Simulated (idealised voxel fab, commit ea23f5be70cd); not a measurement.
process module | voxel tone inversion
cross-section cut | 160 nm wide | cells 5 nm
A cross-section is a grid of square cells, given in bands from the top down. A band is one or more rows of cells.
Each band's line starts with the height of the band's top and of its bottom, in nm. Then come its materials from left to right, each with its width in nm. One material with "throughout" fills the band from edge to edge. "air" is empty space.
Height 0 is the level under which the wafer as received is all one material. The lowest band goes on downwards, as in "0 down".
A width such as "30 to 40" changes by the same amount from each row of cells to the next, from the band's top row to its bottom row.
"no change" after a step means that no cell of the cross-section changed.
closed voids: empty space of 8 cells or more with no open way to the top, each as width x height at its distance from the left edge, in nm
after a step's settings: what the simulator itself notes on the step
overlay nm, on a step with a mask: how far to the right of its planned place the mask lay; to the left if negative
plan
1 op RECEIVE | material Si
2 op CONFORMAL_DEP | material SiCN | thk nm 5
3 op DIRECTIONAL_DEP | material aC | thk nm 15
4 op PATTERN | tone cover | mask id POSTS | material resist | width nm 20 | pitch nm 35 | thk nm 25 | overlay nm 0
5 op DIRECTIONAL_ETCH | etch materials aC | depth nm 15
6 op STRIP | etch materials resist
7 op FILL_DEP | material SiO2 | thk nm 10
8 op CMP | height nm 20
9 op STRIP | etch materials aC
as received, after step 1
  0 down: Si throughout
  closed voids: none
first wafer at the end, as planned
  20 to 5: SiO2 15 | air 20 | SiO2 15 | air 20 | SiO2 15 | air 20 | SiO2 15 | air 20 | SiO2 20
  5 to 0: SiCN throughout
  0 down: Si throughout
  closed voids: none
second wafer at the end: like start, like plan, one mistake
  10 to 5: SiO2 15 | air 20 | SiO2 15 | air 20 | SiO2 15 | air 20 | SiO2 15 | air 20 | SiO2 20
  5 to 0: SiCN throughout
  0 down: Si throughout
  closed voids: none
what went wrong: step 8 ran as: op CMP | height nm 10
at the end the second wafer has, in cells: 32 fewer of SiO2
